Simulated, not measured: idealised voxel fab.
process module | voxel transistor to metal
cross-section cut | 185 nm wide | cells 5 nm
A cross-section is a grid of square cells, given in bands from the top down. A band is one or more rows of cells.
Each band's line starts with the height of the band's top and of its bottom, in nm. Then come its materials from left to right, each with its width in nm. One material with "throughout" fills the band from edge to edge. "air" is empty space.
Height 0 is the level under which the wafer as received is all one material. The lowest band goes on downwards, as in "0 down".
A width such as "30 to 40" changes by the same amount from each row of cells to the next, from the band's top row to its bottom row.
"no change" after a step means that no cell of the cross-section changed.
closed voids: empty space of 8 cells or more with no open way to the top, each as width x height at its distance from the left edge, in nm
after a step's settings: what the simulator itself notes on the step
overlay nm, on a step with a mask: how far to the right of its planned place the mask lay; to the left if negative
plan
1 op RECEIVE | material Si
2 op OXIDIZE | depth nm 5
3 op CONFORMAL_DEP | material SiN | thk nm 10
4 op MASKED_ETCH | tone cover | mask id ACTIVE | width nm 115 | etch materials SiN | depth nm 10 | overlay nm 0
5 op MASKED_ETCH | tone cover | mask id ACTIVE | width nm 115 | etch materials SiO2 | depth nm 5 | overlay nm 0
6 op MASKED_ETCH | tone cover | mask id ACTIVE | width nm 115 | etch materials Si | depth nm 35 | overlay nm 0
7 op OXIDIZE | depth nm 5
8 op FILL_DEP | material SiO2 | thk nm 10
9 op CMP | height nm 10
10 op SELECTIVE_ETCH | etch materials SiO2 | depth nm 10
11 op STRIP | etch materials SiN
12 op SELECTIVE_ETCH | etch materials SiO2 | depth nm 5
13 op OXIDIZE | depth nm 5
14 op DIRECTIONAL_DEP | material polySi | thk nm 25
15 op DIRECTIONAL_DEP | material SiCN | thk nm 15
16 op PATTERN | tone cover | mask id GATE | material resist | width nm 35 | thk nm 20 | overlay nm 0
17 op DIRECTIONAL_ETCH | etch materials SiCN | depth nm 25
18 op DIRECTIONAL_ETCH | etch materials polySi | depth nm 35
19 op STRIP | etch materials resist
20 op CONFORMAL_DEP | material SiN | thk nm 10
21 op DIRECTIONAL_ETCH | etch materials SiN | depth nm 10
22 op DIRECTIONAL_ETCH | etch materials SiO2 | depth nm 5
23 op DIRECTIONAL_ETCH | etch materials Si | depth nm 15
24 op EPI | material pSi | thk nm 15
25 op FILL_DEP | material SiO2 | thk nm 10
26 op CMP | height nm 20
27 op STRIP | etch materials polySi
28 op SELECTIVE_ETCH | etch materials SiO2 | depth nm 5
29 op CONFORMAL_DEP | material HfO2 | thk nm 5
30 op CONFORMAL_DEP | material TiN | thk nm 5
31 op FILL_DEP | material W | thk nm 10
32 op CMP | height nm 15
33 op DIRECTIONAL_DEP | material SiO2 | thk nm 10
34 op PATTERN | tone open | mask id CONTACT | material resist | width nm 15 | pitch nm 80 | thk nm 20 | overlay nm 0
35 op DIRECTIONAL_ETCH | etch materials SiO2 | depth nm 35
36 op STRIP | etch materials resist
37 op CONFORMAL_DEP | material TiN | thk nm 5
38 op FILL_DEP | material W | thk nm 5
39 op CMP | height nm 25
40 op CONFORMAL_DEP | material SiN | thk nm 5
41 op DIRECTIONAL_DEP | material SiO2 | thk nm 15
42 op MASKED_ETCH | tone open | mask id METAL_1 | width nm 15 | pitch nm 80 | etch materials SiO2 | depth nm 15 | overlay nm -15
43 op MASKED_ETCH | tone open | mask id METAL_1 | width nm 15 | pitch nm 80 | etch materials SiN | depth nm 5 | overlay nm 0
44 op CONFORMAL_DEP | material TiN | thk nm 5
45 op FILL_DEP | material Cu | thk nm 10
46 op CMP | height nm 45
47 op CONFORMAL_DEP | material SiCN | thk nm 5
48 op DIRECTIONAL_DEP | material SiO2 | thk nm 30
49 op MASKED_ETCH | tone open | mask id METAL_2 | width nm 15 | pitch nm 80 | etch materials SiO2 | depth nm 20 | overlay nm 0
50 op PATTERN | tone open | mask id METAL_2_HOLES | material resist | width nm 15 | pitch nm 80 | thk nm 20 | overlay nm 0
51 op DIRECTIONAL_ETCH | etch materials SiO2 | depth nm 10
52 op DIRECTIONAL_ETCH | etch materials SiCN | depth nm 5
53 op STRIP | etch materials resist
54 op CONFORMAL_DEP | material TiN | thk nm 5
55 op FILL_DEP | material Cu | thk nm 10
56 op CMP | height nm 80
57 op CONFORMAL_DEP | material SiN | thk nm 5
varied across the wafers: overlay nm of step 42. The plan shows the first wafer's value. All wafers start alike
first wafer as received, after step 1
  0 down: Si throughout
  closed voids: none
first wafer at the end, after step 57
  85 to 80: SiN throughout
  80 to 50: SiO2 45 | TiN 5 | Cu 5 | TiN 5 | SiO2 65 | TiN 5 | Cu 5 | TiN 5 | SiO2 45
  50 to 45: SiCN 45 | TiN 15 | SiCN 65 | TiN 15 | SiCN 45
  45 to 35: SiO2 30 | TiN 5 | Cu 5 | TiN 5 | SiO2 65 | TiN 5 | Cu 5 | TiN 5 | SiO2 60
  35 to 30: SiO2 30 | TiN 15 | SiO2 65 | TiN 15 | SiO2 60
  30 to 25: SiN throughout
  25 to 15: SiO2 45 | TiN 5 | W 5 | TiN 5 | SiO2 65 | TiN 5 | W 5 | TiN 5 | SiO2 45
  15 to 10: SiO2 45 | TiN 5 | W 5 | TiN 5 | SiO2 5 | SiN 10 | HfO2 5 | TiN 5 | W 15 | TiN 5 | HfO2 5 | SiN 10 | SiO2 5 | TiN 5 | W 5 | TiN 5 | SiO2 45
  10 to 5: SiO2 45 | TiN 15 | SiO2 5 | SiN 10 | HfO2 5 | TiN 5 | W 15 | TiN 5 | HfO2 5 | SiN 10 | SiO2 5 | TiN 15 | SiO2 45
  5 to 0: SiO2 45 | TiN 5 | pSi 15 | SiN 10 | HfO2 5 | TiN 5 | W 15 | TiN 5 | HfO2 5 | SiN 10 | pSi 15 | TiN 5 | SiO2 45
  0 to -5: SiO2 45 | TiN 5 | pSi 15 | SiN 10 | HfO2 5 | TiN 25 | HfO2 5 | SiN 10 | pSi 15 | TiN 5 | SiO2 45
  -5 to -10: SiO2 45 | TiN 5 | pSi 15 | SiO2 5 | HfO2 45 | SiO2 5 | pSi 15 | TiN 5 | SiO2 45
  -10 to -25: SiO2 40 | pSi 25 | Si 55 | pSi 25 | SiO2 40
  -25 to -45: SiO2 40 | Si 105 | SiO2 40
  -45 down: Si throughout
  closed voids: none
last wafer at the end
  85 to 80: SiN throughout
  80 to 50: SiO2 45 | TiN 5 | Cu 5 | TiN 5 | SiO2 65 | TiN 5 | Cu 5 | TiN 5 | SiO2 45
  50 to 45: SiCN 45 | TiN 15 | SiCN 65 | TiN 15 | SiCN 45
  45 to 35: SiO2 60 | TiN 5 | Cu 5 | TiN 5 | SiO2 65 | TiN 5 | Cu 5 | TiN 5 | SiO2 30
  35 to 30: SiO2 60 | TiN 15 | SiO2 65 | TiN 15 | SiO2 30
  30 to 25: SiN throughout
  25 to 15: SiO2 45 | TiN 5 | W 5 | TiN 5 | SiO2 65 | TiN 5 | W 5 | TiN 5 | SiO2 45
  15 to 10: SiO2 45 | TiN 5 | W 5 | TiN 5 | SiO2 5 | SiN 10 | HfO2 5 | TiN 5 | W 15 | TiN 5 | HfO2 5 | SiN 10 | SiO2 5 | TiN 5 | W 5 | TiN 5 | SiO2 45
  10 to 5: SiO2 45 | TiN 15 | SiO2 5 | SiN 10 | HfO2 5 | TiN 5 | W 15 | TiN 5 | HfO2 5 | SiN 10 | SiO2 5 | TiN 15 | SiO2 45
  5 to 0: SiO2 45 | TiN 5 | pSi 15 | SiN 10 | HfO2 5 | TiN 5 | W 15 | TiN 5 | HfO2 5 | SiN 10 | pSi 15 | TiN 5 | SiO2 45
  0 to -5: SiO2 45 | TiN 5 | pSi 15 | SiN 10 | HfO2 5 | TiN 25 | HfO2 5 | SiN 10 | pSi 15 | TiN 5 | SiO2 45
  -5 to -10: SiO2 45 | TiN 5 | pSi 15 | SiO2 5 | HfO2 45 | SiO2 5 | pSi 15 | TiN 5 | SiO2 45
  -10 to -25: SiO2 40 | pSi 25 | Si 55 | pSi 25 | SiO2 40
  -25 to -45: SiO2 40 | Si 105 | SiO2 40
  -45 down: Si throughout
  closed voids: none
each wafer at the end: cells of each material gained (+) or lost (-) since it was received, then its closed voids
overlay nm -15 | +16 Cu | +17 HfO2 | -216 Si | +31 SiCN | +90 SiN | +549 SiO2 | +79 TiN | +15 W | +48 pSi | closed voids: none
overlay nm -10 | +16 Cu | +17 HfO2 | -216 Si | +31 SiCN | +88 SiN | +549 SiO2 | +81 TiN | +15 W | +48 pSi | closed voids: none
overlay nm -5 | +16 Cu | +17 HfO2 | -216 Si | +31 SiCN | +86 SiN | +549 SiO2 | +83 TiN | +15 W | +48 pSi | closed voids: none
overlay nm 0 | +18 Cu | +17 HfO2 | -216 Si | +31 SiCN | +84 SiN | +549 SiO2 | +83 TiN | +15 W | +48 pSi | closed voids: none
overlay nm 5 | +16 Cu | +17 HfO2 | -216 Si | +31 SiCN | +86 SiN | +549 SiO2 | +83 TiN | +15 W | +48 pSi | closed voids: none
overlay nm 10 | +16 Cu | +17 HfO2 | -216 Si | +31 SiCN | +88 SiN | +549 SiO2 | +81 TiN | +15 W | +48 pSi | closed voids: none
overlay nm 15 | +16 Cu | +17 HfO2 | -216 Si | +31 SiCN | +90 SiN | +549 SiO2 | +79 TiN | +15 W | +48 pSi | closed voids: none
